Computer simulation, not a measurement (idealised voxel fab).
Process module heading - voxel ribs on slabs
It is cross-section cut that appears here, measuring 155 nm in width, its square cells being 5 nm in size.
If you're reading a cross-section in this doc, picture square cells in a grid; it comes to you as bands, top ones listed first down to the bottom, and a band can be one or more rows of cells. The entry gives the band's vertical extent as a top height and a bottom height in nm, then its horizontal make-up as materials from left to right, each with a width in nm. "blank" stands for empty space; a single material marked "all across" fills the band edge to edge. All heights in this document are referenced to 0, defined as the level beneath which the wafer, as received, consists entirely of one material. The lowest band is not bounded below; it extends indefinitely downward and is written in the form "top 0, no bottom". With a width like "30->40", each row of cells in the band differs from the next by the same amount, the top row carrying the first number and the bottom row the second. For the purposes of this document, the phrase "left unchanged" attached to a step denotes that no cell within the cross-section was modified by that step. Entry "Trapped void list". Content: empty spaces with no open connection to the top, size 8 cells or greater. Each: width x height at distance. Distance: from left edge. Unit: nm. If you see something after the settings on a step's line, that's the simulator's own remark about that step. The "overlay nm" setting may appear on a step's line; for a step that uses a mask, it gives how far to the right of its planned position the mask lay, and a negative value indicates the left.

The planned process steps are enumerated hereunder
- 1: RECEIVE,material Si
- 2: DIRECTIONAL_DEP,material SiO2,thk nm 25
- 3: DIRECTIONAL_DEP,material SiN,thk nm 25
- 4: DIRECTIONAL_DEP,material aC,thk nm 10
- 5: PATTERN,tone cover,mask id RIB,material resist,width nm 25,thk nm 25,overlay nm 0
- 6: DIRECTIONAL_ETCH,etch materials aC,depth nm 10
- 7: STRIP,etch materials resist
- 8: DIRECTIONAL_ETCH,etch materials SiN,depth nm 5
- 9: STRIP,etch materials aC
- 10: PATTERN,tone cover,mask id SLAB,material resist,width nm 65,thk nm 15,overlay nm 0
- 11: DIRECTIONAL_ETCH,etch materials SiN,depth nm 20
- 12: STRIP,etch materials resist
- 13: FILL_DEP,material SiO2,thk nm 20
- 14: CMP,height nm 65
- 15: DIRECTIONAL_DEP,material TiN,thk nm 10
- 16: DIRECTIONAL_DEP,material aC,thk nm 10
- 17: PATTERN,tone cover,mask id HEATER,material resist,width nm 35,thk nm 25,overlay nm 0
- 18: DIRECTIONAL_ETCH,etch materials aC,depth nm 10
- 19: STRIP,etch materials resist
- 20: DIRECTIONAL_ETCH,etch materials TiN,depth nm 10
- 21: STRIP,etch materials aC
- 22: CONFORMAL_DEP,material SiO2,thk nm 5

Cross-section of the wafer at receipt, which is the condition after step 1
- top 0, no bottom  Si all across
- Trapped void list: none

Cross-section at module end, one run error; start and plan unchanged from above
- top 80, bottom 75  blank: 50 / SiO2: 45 / blank: 60
- top 75, bottom 70  blank: 50 / SiO2: 5 / TiN: 35 / SiO2: 5 / blank: 60
- top 70, bottom 65  SiO2: 55 / TiN: 35 / SiO2: 65
- top 65, bottom 50  SiO2 all across
- top 50, bottom 45  SiO2: 65 / SiN: 25 / SiO2: 65
- top 45, bottom 25  SiO2: 45 / SiN: 65 / SiO2: 45
- top 25, bottom 0  SiO2 all across
- top 0, no bottom  Si all across
- Trapped void list: none
Nonconformance to the process plan: for step 17, the planned setting was not used; the step was instead run as PATTERN,tone cover,mask id HEATER,material resist,width nm 35,thk nm 25,overlay nm -5
